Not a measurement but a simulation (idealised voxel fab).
This section sets out a process module, namely voxel wiring stack.
The width of the displayed cross-section, cut, is 230 nm; its cells are square, with a size of 5 nm.
Heads up, the way a cross-section reads in here is a grid of square cells, handed over as bands from the top down, with every band being one or more rows of cells. Band entry format. Leading values: height of top, height of bottom, nm. Remainder: materials in left-to-right order, each with its width in nm. Special words: "edge to edge" on a single material, which then fills the band edge to edge; "blank", empty space. Ref level 0: as-received wafer is one material below here. Bottom band extends down with no lower bound ("0 down"). So if you see something like "30 to 40" for the width, read it as the top row of the band sitting at the first number and the bottom row at the second, with every row in between moving by the same amount as the last. The designation "nothing different", where it is given for a processing step, indicates that no cell of the cross-section was altered in the course of that step. "Sealed void listing" specifies each empty space that is not open to the top and that occupies no fewer than 8 cells, using the form width x height at distance, the distance measured from the left edge and all three quantities in nm. after a step's settings: what the simulator itself notes on the step. The line of a step may include "overlay nm". On a step with a mask, this value is how far to the right of its planned place the mask lay. A negative value means the mask lay to the left.
**These are the steps we planned for the process**
| 1 | RECEIVE,material Si |
| 2 | CONFORMAL_DEP,material SiO2,thk nm 10 |
| 3 | DIRECTIONAL_DEP,material TiN,thk nm 5 |
| 4 | DIRECTIONAL_DEP,material Ru,thk nm 25 |
| 5 | PATTERN,tone cover,mask id METAL_1,material resist,width nm 20,pitch nm 35,thk nm 15,overlay nm 0 |
| 6 | DIRECTIONAL_ETCH,etch materials Ru,depth nm 25 |
| 7 | DIRECTIONAL_ETCH,etch materials TiN,depth nm 5 |
| 8 | STRIP,etch materials resist |
| 9 | CONFORMAL_DEP,material SiCN,thk nm 5 |
| 10 | FILL_DEP,material SiO2,thk nm 10 |
| 11 | CMP,height nm 40 |
| 12 | CONFORMAL_DEP,material SiCN,thk nm 5 |
| 13 | DIRECTIONAL_DEP,material SiO2,thk nm 20 |
| 14 | MASKED_ETCH,tone open,mask id PLUG_1,width nm 15,pitch nm 70,etch materials SiO2,depth nm 20,overlay nm 0 |
| 15 | MASKED_ETCH,tone open,mask id PLUG_1,width nm 15,pitch nm 70,etch materials SiCN,depth nm 5,overlay nm 0 |
| 16 | EPI,material Ru,thk nm 10 |
| 17 | EPI,material Ru,thk nm 10 |
| 18 | EPI,material Ru,thk nm 5 |
| 19 | CONFORMAL_DEP,material SiCN,thk nm 5 |
| 20 | DIRECTIONAL_DEP,material SiO2,thk nm 15 |
| 21 | DIRECTIONAL_DEP,material aC,thk nm 10 |
| 22 | PATTERN,tone open,mask id METAL_2,material resist,width nm 20,pitch nm 35,thk nm 25,overlay nm 0 |
| 23 | DIRECTIONAL_ETCH,etch materials aC,depth nm 10 |
| 24 | STRIP,etch materials resist |
| 25 | DIRECTIONAL_ETCH,etch materials SiO2,depth nm 15 |
| 26 | DIRECTIONAL_ETCH,etch materials SiCN,depth nm 5 |
| 27 | STRIP,etch materials aC |
| 28 | CONFORMAL_DEP,material TiN,thk nm 5 |
| 29 | FILL_DEP,material Ru,thk nm 10 |
| 30 | CMP,height nm 85 |
| 31 | CONFORMAL_DEP,material SiCN,thk nm 5 |
| 32 | DIRECTIONAL_DEP,material SiO2,thk nm 20 |
| 33 | PATTERN,tone open,mask id PLUG_2,material resist,width nm 15,pitch nm 70,thk nm 20,overlay nm 0 |
| 34 | DIRECTIONAL_ETCH,etch materials SiO2,depth nm 20 |
| 35 | DIRECTIONAL_ETCH,etch materials SiCN,depth nm 5 |
| 36 | STRIP,etch materials resist |
| 37 | CONFORMAL_DEP,material TiN,thk nm 5 |
| 38 | FILL_DEP,material Ru,thk nm 5 |
| 39 | CMP,height nm 110 |
| 40 | CONFORMAL_DEP,material SiN,thk nm 5 |
| 41 | DIRECTIONAL_DEP,material lowk,thk nm 20 |
| 42 | PATTERN,tone open,mask id METAL_3,material resist,width nm 20,pitch nm 35,thk nm 15,overlay nm 0 |
| 43 | DIRECTIONAL_ETCH,etch materials lowk,depth nm 20 |
| 44 | DIRECTIONAL_ETCH,etch materials SiN,depth nm 5 |
| 45 | STRIP,etch materials resist |
| 46 | CONFORMAL_DEP,material TiN,thk nm 5 |
| 47 | FILL_DEP,material Cu,thk nm 5 |
| 48 | CMP,height nm 135 |
| 49 | CONFORMAL_DEP,material SiCN,thk nm 5 |
| 50 | DIRECTIONAL_DEP,material lowk,thk nm 25 |
| 51 | MASKED_ETCH,tone open,mask id METAL_4_HOLES,width nm 15,pitch nm 35,etch materials lowk,depth nm 25,overlay nm 0 |
| 52 | MASKED_ETCH,tone open,mask id METAL_4,width nm 20,pitch nm 35,etch materials lowk,depth nm 15,overlay nm 0 |
| 53 | MASKED_ETCH,tone open,mask id METAL_4,width nm 20,pitch nm 35,etch materials SiCN,depth nm 5,overlay nm 0 |
| 54 | CONFORMAL_DEP,material TiN,thk nm 5 |
| 55 | FILL_DEP,material Cu,thk nm 10 |
| 56 | CMP,height nm 165 |
| 57 | CONFORMAL_DEP,material SiCN,thk nm 5 |
**This is the cross-section of the wafer as we received it, i.e. after step 1**
0 down | Si edge to edge
Sealed void listing: none
**Cross-sectional result after module completion. Note: starting condition and plan are unchanged from above; one processing mistake was made**
170 to 165 | SiCN edge to edge
165 to 155 | 50 lowk, 5 TiN, 10 Cu, 5 TiN, 15 lowk, 5 TiN, 10 Cu, 5 TiN, 15 lowk, 5 TiN, 10 Cu, 5 TiN, 15 lowk, 5 TiN, 10 Cu, 5 TiN, 55 lowk
155 to 150 | 50 lowk, 5 TiN, 5 Cu, 10 TiN, 15 lowk, 5 TiN, 5 Cu, 10 TiN, 15 lowk, 5 TiN, 5 Cu, 10 TiN, 15 lowk, 5 TiN, 5 Cu, 10 TiN, 55 lowk
150 to 140 | 50 lowk, 5 TiN, 5 Cu, 5 TiN, 20 lowk, 5 TiN, 5 Cu, 5 TiN, 20 lowk, 5 TiN, 5 Cu, 5 TiN, 20 lowk, 5 TiN, 5 Cu, 5 TiN, 60 lowk
140 to 135 | 50 SiCN, 15 TiN, 20 SiCN, 15 TiN, 20 SiCN, 15 TiN, 20 SiCN, 15 TiN, 60 SiCN
135 to 115 | 50 lowk, 5 TiN, 10 Cu, 5 TiN, 15 lowk, 5 TiN, 10 Cu, 5 TiN, 15 lowk, 5 TiN, 10 Cu, 5 TiN, 15 lowk, 5 TiN, 10 Cu, 5 TiN, 55 lowk
115 to 110 | 50 SiN, 20 TiN, 15 SiN, 20 TiN, 15 SiN, 20 TiN, 15 SiN, 20 TiN, 55 SiN
110 to 90 | 50 SiO2, 5 TiN, 5 Ru, 5 TiN, 55 SiO2, 5 TiN, 5 Ru, 5 TiN, 95 SiO2
90 to 85 | 50 SiCN, 15 TiN, 55 SiCN, 15 TiN, 95 SiCN
85 to 70 | 50 SiO2, 5 TiN, 10 Ru, 5 TiN, 15 SiO2, 5 TiN, 10 Ru, 5 TiN, 15 SiO2, 5 TiN, 10 Ru, 5 TiN, 15 SiO2, 5 TiN, 10 Ru, 5 TiN, 55 SiO2
70 to 65 | 50 SiCN, 20 TiN, 15 SiCN, 20 TiN, 15 SiCN, 20 TiN, 15 SiCN, 20 TiN, 55 SiCN
65 to 45 | 50 SiO2, 15 Ru, 55 SiO2, 15 Ru, 95 SiO2
45 to 40 | 50 SiCN, 15 Ru, 55 SiCN, 15 Ru, 95 SiCN
40 to 20 | 45 SiO2, 5 SiCN, 20 Ru, 5 SiCN, 5 SiO2, 5 SiCN, 20 Ru, 5 SiCN, 5 SiO2, 5 SiCN, 20 Ru, 5 SiCN, 5 SiO2, 5 SiCN, 20 Ru, 5 SiCN, 50 SiO2
20 to 15 | 50 SiCN, 20 Ru, 15 SiCN, 20 Ru, 15 SiCN, 20 Ru, 15 SiCN, 20 Ru, 55 SiCN
15 to 5 | SiO2 edge to edge
5 to 0 | TiN edge to edge
0 down | Si edge to edge
Sealed void listing: none
what went wrong: steps 2 and 3 of the plan were each performed in the slot designated for the other
